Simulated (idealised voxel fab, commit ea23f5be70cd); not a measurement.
The name of this process module is voxel wiring stack.
Pictured: cross-section cut, 265 nm wide, on a grid of 5 nm square cells.
If you're reading a cross-section in this doc, picture square cells in a grid; it comes to you as bands, top ones listed first down to the bottom, and a band can be one or more rows of cells. It is stipulated that each band's entry specify, in nanometres, the height of the top of the band and then that of its bottom, followed by the materials of the band in left-to-right sequence, each together with its width in nanometres. A single material marked by the word "edge to edge" is understood to fill the band from edge to edge; the word "air" is understood to denote empty space. Heads up on the height convention: 0 is the point under which the incoming wafer is all one material, and the lowest band has no bottom, it just keeps going down, like "0 -> down". A width given as "30->40" starts at the first number in the band's top row and ends at the second number in its bottom row, shifting by an equal amount at every step from row to row. The designation "everything unchanged", where it is given for a processing step, indicates that no cell of the cross-section was altered in the course of that step. Heads up: "Enclosed empty spaces" only lists the empty pockets with no open path to the top that are 8 cells or more, and it writes them as width x height at distance, distance from the left edge, in nm. What comes after the settings on a step's line is commentary from the simulator itself on that step. overlay nm, on a step with a mask: how far to the right of its planned place the mask lay; to the left if negative.

### Below is the list of planned process steps
| 1 | RECEIVE [material Si] |
| 2 | CONFORMAL_DEP [material SiO2] [thk nm 15] |
| 3 | CONFORMAL_DEP [material SiN] [thk nm 5] |
| 4 | DIRECTIONAL_DEP [material lowk] [thk nm 15] |
| 5 | PATTERN [tone open] [mask id METAL_1] [material resist] [width nm 25] [pitch nm 45] [thk nm 15] [overlay nm 0] |
| 6 | DIRECTIONAL_ETCH [etch materials lowk] [depth nm 15] |
| 7 | DIRECTIONAL_ETCH [etch materials SiN] [depth nm 5] |
| 8 | STRIP [etch materials resist] |
| 9 | CONFORMAL_DEP [material TiN] [thk nm 5] |
| 10 | FILL_DEP [material Cu] [thk nm 5] |
| 11 | CMP [height nm 35] |
| 12 | EPI [material Ru] [thk nm 5] |
| 13 | FILL_DEP [material SiCN] [thk nm 5] |
| 14 | DIRECTIONAL_DEP [material SiO2] [thk nm 10] |
| 15 | MASKED_ETCH [tone open] [mask id PLUG_1] [width nm 15] [pitch nm 90] [etch materials SiO2] [depth nm 10] [overlay nm 0] |
| 16 | MASKED_ETCH [tone open] [mask id PLUG_1] [width nm 15] [pitch nm 90] [etch materials SiCN] [depth nm 5] [overlay nm 0] |
| 17 | EPI [material Ru] [thk nm 10] |
| 18 | EPI [material Ru] [thk nm 5] |
| 19 | CONFORMAL_DEP [material SiN] [thk nm 5] |
| 20 | DIRECTIONAL_DEP [material SiO2] [thk nm 20] |
| 21 | MASKED_ETCH [tone open] [mask id METAL_2] [width nm 25] [pitch nm 45] [etch materials SiO2] [depth nm 20] [overlay nm 0] |
| 22 | MASKED_ETCH [tone open] [mask id METAL_2] [width nm 25] [pitch nm 45] [etch materials SiN] [depth nm 5] [overlay nm 0] |
| 23 | CONFORMAL_DEP [material TiN] [thk nm 5] |
| 24 | FILL_DEP [material Cu] [thk nm 10] |
| 25 | CMP [height nm 80] |
| 26 | CONFORMAL_DEP [material SiCN] [thk nm 5] |
| 27 | DIRECTIONAL_DEP [material SiO2] [thk nm 25] |
| 28 | DIRECTIONAL_DEP [material aC] [thk nm 10] |
| 29 | PATTERN [tone open] [mask id METAL_3] [material resist] [width nm 25] [pitch nm 45] [thk nm 30] [overlay nm 0] |
| 30 | DIRECTIONAL_ETCH [etch materials aC] [depth nm 10] |
| 31 | STRIP [etch materials resist] |
| 32 | DIRECTIONAL_ETCH [etch materials SiO2] [depth nm 15] |
| 33 | STRIP [etch materials aC] |
| 34 | DIRECTIONAL_DEP [material aC] [thk nm 10] |
| 35 | PATTERN [tone open] [mask id METAL_3_HOLES] [material resist] [width nm 15] [pitch nm 45] [thk nm 30] [overlay nm 0] |
| 36 | DIRECTIONAL_ETCH [etch materials aC] [depth nm 10] |
| 37 | STRIP [etch materials resist] |
| 38 | DIRECTIONAL_ETCH [etch materials SiO2] [depth nm 10] |
| 39 | DIRECTIONAL_ETCH [etch materials SiCN] [depth nm 5] |
| 40 | STRIP [etch materials aC] |
| 41 | CONFORMAL_DEP [material TiN] [thk nm 5] |
| 42 | FILL_DEP [material Cu] [thk nm 10] |
| 43 | CMP [height nm 110] |
| 44 | CONFORMAL_DEP [material SiCN] [thk nm 5] |
| 45 | DIRECTIONAL_DEP [material SiO2] [thk nm 30] |
| 46 | DIRECTIONAL_DEP [material aC] [thk nm 10] |
| 47 | PATTERN [tone open] [mask id METAL_4_HOLES] [material resist] [width nm 15] [pitch nm 90] [thk nm 25] [overlay nm 0] |
| 48 | DIRECTIONAL_ETCH [etch materials aC] [depth nm 10] |
| 49 | STRIP [etch materials resist] |
| 50 | DIRECTIONAL_ETCH [etch materials SiO2] [depth nm 30] |
| 51 | STRIP [etch materials aC] |
| 52 | MASKED_ETCH [tone open] [mask id METAL_4] [width nm 25] [pitch nm 45] [etch materials SiO2] [depth nm 20] [overlay nm 0] |
| 53 | MASKED_ETCH [tone open] [mask id METAL_4] [width nm 25] [pitch nm 45] [etch materials SiCN] [depth nm 5] [overlay nm 0] |
| 54 | CONFORMAL_DEP [material TiN] [thk nm 5] |
| 55 | FILL_DEP [material Ru] [thk nm 10] |
| 56 | CMP [height nm 145] |
| 57 | CONFORMAL_DEP [material SiCN] [thk nm 5] |

### This is the cross-section of the wafer as we received it, i.e. after step 1
* 0 -> down: Si edge to edge
* Enclosed empty spaces: none

### Same starting wafer, same plan as above, one mistake in the execution; this is the cross-section at the end of the module
* 150 -> 145: SiCN edge to edge
* 145 -> 130: 50 SiO2; 5 TiN; 15 Ru; 5 TiN; 20 SiO2; 5 TiN; 15 Ru; 5 TiN; 20 SiO2; 5 TiN; 15 Ru; 5 TiN; 20 SiO2; 5 TiN; 15 Ru; 5 TiN; 55 SiO2
* 130 -> 125: 50 SiO2; 5 TiN; 5 Ru; 15 TiN; 20 SiO2; 25 TiN; 20 SiO2; 5 TiN; 5 Ru; 15 TiN; 20 SiO2; 25 TiN; 55 SiO2
* 125 -> 115: 50 SiO2; 5 TiN; 5 Ru; 5 TiN; 75 SiO2; 5 TiN; 5 Ru; 5 TiN; 110 SiO2
* 115 -> 110: 50 SiCN; 15 TiN; 75 SiCN; 15 TiN; 110 SiCN
* 110 -> 100: 45 SiO2; 5->10 TiN; 20->15 Cu; 5 TiN; 15 SiO2; 5->10 TiN; 20->15 Cu; 5 TiN; 15 SiO2; 5->10 TiN; 20->15 Cu; 5 TiN; 15 SiO2; 5->10 TiN; 20->15 Cu; 5 TiN; 55 SiO2
* 100 -> 95: 50 SiO2; 25 TiN; 20 SiO2; 25 TiN; 20 SiO2; 25 TiN; 20 SiO2; 25 TiN; 55 SiO2
* 95 -> 85: 50 SiO2; 10 TiN; 35 SiO2; 10 TiN; 35 SiO2; 10 TiN; 35 SiO2; 10 TiN; 70 SiO2
* 85 -> 80: 50 SiCN; 10 TiN; 35 SiCN; 10 TiN; 35 SiCN; 10 TiN; 35 SiCN; 10 TiN; 70 SiCN
* 80 -> 60: 50 SiO2; 5 TiN; 15 Cu; 5 TiN; 20 SiO2; 5 TiN; 15 Cu; 5 TiN; 20 SiO2; 5 TiN; 15 Cu; 5 TiN; 20 SiO2; 5 TiN; 15 Cu; 5 TiN; 55 SiO2
* 60 -> 55: 50 SiN; 25 TiN; 20 SiN; 25 TiN; 20 SiN; 25 TiN; 20 SiN; 25 TiN; 55 SiN
* 55 -> 45: 50 SiO2; 15 Ru; 75 SiO2; 15 Ru; 110 SiO2
* 45 -> 40: 50 SiCN; 15 Ru; 75 SiCN; 15 Ru; 110 SiCN
* 40 -> 35: 45 SiCN; 35 Ru; 10 SiCN; 35 Ru; 10 SiCN; 35 Ru; 10 SiCN; 35 Ru; 50 SiCN
* 35 -> 20: 50 lowk; 5 TiN; 15 Cu; 5 TiN; 20 lowk; 5 TiN; 15 Cu; 5 TiN; 20 lowk; 5 TiN; 15 Cu; 5 TiN; 20 lowk; 5 TiN; 15 Cu; 5 TiN; 55 lowk
* 20 -> 15: 50 SiN; 25 TiN; 20 SiN; 25 TiN; 20 SiN; 25 TiN; 20 SiN; 25 TiN; 55 SiN
* 15 -> 0: SiO2 edge to edge
* 0 -> down: Si edge to edge
* Enclosed empty spaces: none
So what did we get wrong on this run? step 35 changed vs plan, executed as PATTERN [tone open] [mask id METAL_3_HOLES] [material resist] [width nm 15] [pitch nm 45] [thk nm 30] [overlay nm -5]
